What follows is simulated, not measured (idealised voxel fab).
Module name: voxel capacitor over wiring (process module)
300 nm wide, 5 nm square cells: that's cross-section cut.
A cross-section in this document is a grid of square cells, and it is written down as bands, the top band listed before the ones below it; a band is made up of one or more rows of cells. Top height, bottom height, nm. Materials left to right, width each, nm. Single material + "throughout" = fills band edge to edge. "empty" = empty. The level at which height equals 0 is the one under which the wafer, as it arrives, is entirely one material. No lower edge exists for the bottom band, which continues downward and is notated as in "from 0 down". Think of "30 to 40" as a width that walks from the first number to the second as you go down the band, top row to bottom row, taking equal-sized steps from row to row. It should be understood that the words "same as before", when stated for a given step, signify that the cross-section underwent no change in any of its cells during that step. You'll see "Sealed voids" listing empty spaces that have no way open to the top, as long as they're 8 cells or more; the notation is width x height at distance, where the distance is from the left edge, and all of it is in nm. Post-settings text on a step line: simulator's own remark regarding the step. On any step carrying a mask, the "overlay nm" setting, if present on the step's line, tells how far right of its planned place the mask lay; negative values point to the left.
# The steps planned for the process are as follows
| 1 | RECEIVE: material Si |
| 2 | CONFORMAL_DEP: material SiO2, thk nm 15 |
| 3 | DIRECTIONAL_DEP: material TiN, thk nm 5 |
| 4 | DIRECTIONAL_DEP: material Ru, thk nm 20 |
| 5 | DIRECTIONAL_DEP: material aC, thk nm 15 |
| 6 | PATTERN: tone cover, mask id METAL_1, material resist, width nm 25, pitch nm 90, thk nm 35, overlay nm 0 |
| 7 | DIRECTIONAL_ETCH: etch materials aC, depth nm 15 |
| 8 | STRIP: etch materials resist |
| 9 | DIRECTIONAL_ETCH: etch materials Ru, depth nm 20 |
| 10 | DIRECTIONAL_ETCH: etch materials TiN, depth nm 5 |
| 11 | STRIP: etch materials aC |
| 12 | FILL_DEP: material lowk, thk nm 10 |
| 13 | CMP: height nm 40 |
| 14 | CONFORMAL_DEP: material SiCN, thk nm 5 |
| 15 | DIRECTIONAL_DEP: material lowk, thk nm 20 |
| 16 | PATTERN: tone open, mask id PLUG_1, material resist, width nm 15, thk nm 20, overlay nm 0 |
| 17 | DIRECTIONAL_ETCH: etch materials lowk, depth nm 20 |
| 18 | DIRECTIONAL_ETCH: etch materials SiCN, depth nm 5 |
| 19 | STRIP: etch materials resist |
| 20 | CONFORMAL_DEP: material TiN, thk nm 5 |
| 21 | FILL_DEP: material W, thk nm 10 |
| 22 | CMP: height nm 65 |
| 23 | DIRECTIONAL_DEP: material TiN, thk nm 5 |
| 24 | DIRECTIONAL_DEP: material Al2O3, thk nm 5 |
| 25 | DIRECTIONAL_DEP: material TiN, thk nm 10 |
| 26 | DIRECTIONAL_DEP: material aC, thk nm 15 |
| 27 | PATTERN: tone cover, mask id UPPER_PLATE, material resist, width nm 70, thk nm 30, overlay nm 0 |
| 28 | DIRECTIONAL_ETCH: etch materials aC, depth nm 15 |
| 29 | STRIP: etch materials resist |
| 30 | DIRECTIONAL_ETCH: etch materials TiN, depth nm 10 |
| 31 | DIRECTIONAL_ETCH: etch materials Al2O3, depth nm 5 |
| 32 | STRIP: etch materials aC |
| 33 | MASKED_ETCH: tone cover, mask id LOWER_PLATE, width nm 80, etch materials TiN, depth nm 5, overlay nm 0 |
| 34 | FILL_DEP: material SiO2, thk nm 20 |
| 35 | CMP: height nm 100 |
| 36 | PATTERN: tone open, mask id PLUG_2, material resist, width nm 15, thk nm 20, overlay nm 0 |
| 37 | DIRECTIONAL_ETCH: etch materials SiO2, depth nm 15 |
| 38 | STRIP: etch materials resist |
| 39 | CONFORMAL_DEP: material TiN, thk nm 5 |
| 40 | FILL_DEP: material Ru, thk nm 5 |
| 41 | CMP: height nm 100 |
| 42 | CONFORMAL_DEP: material SiN, thk nm 5 |
# The cross-section here shows the wafer as received, i.e. in its state after step 1
    from 0 down | Si throughout
    Sealed voids: none
# Look at the cross-section after the module: the wafer started out the way shown above and the plan was the one shown above, yet one mistake was made along the way
    from 105 to 100 | SiN throughout
    from 100 to 90 | SiO2 110, TiN 5, Ru 5, TiN 5, SiO2 175
    from 90 to 85 | SiO2 110, TiN 15, SiO2 175
    from 85 to 80 | SiO2 throughout
    from 80 to 70 | SiO2 100, TiN 70, SiO2 130
    from 70 to 65 | SiO2 95, TiN 80, SiO2 125
    from 65 to 45 | lowk 100, TiN 5, W 5, TiN 5, lowk 185
    from 45 to 40 | SiCN 100, TiN 15, SiCN 185
    from 40 to 20 | lowk 90, Ru 25, lowk 65, Ru 25, lowk 95
    from 20 to 15 | lowk 90, TiN 25, lowk 65, TiN 25, lowk 95
    from 15 to 0 | SiO2 throughout
    from 0 down | Si throughout
    Sealed voids: none
Error vs. plan: plan step 24 was not performed, having been skipped
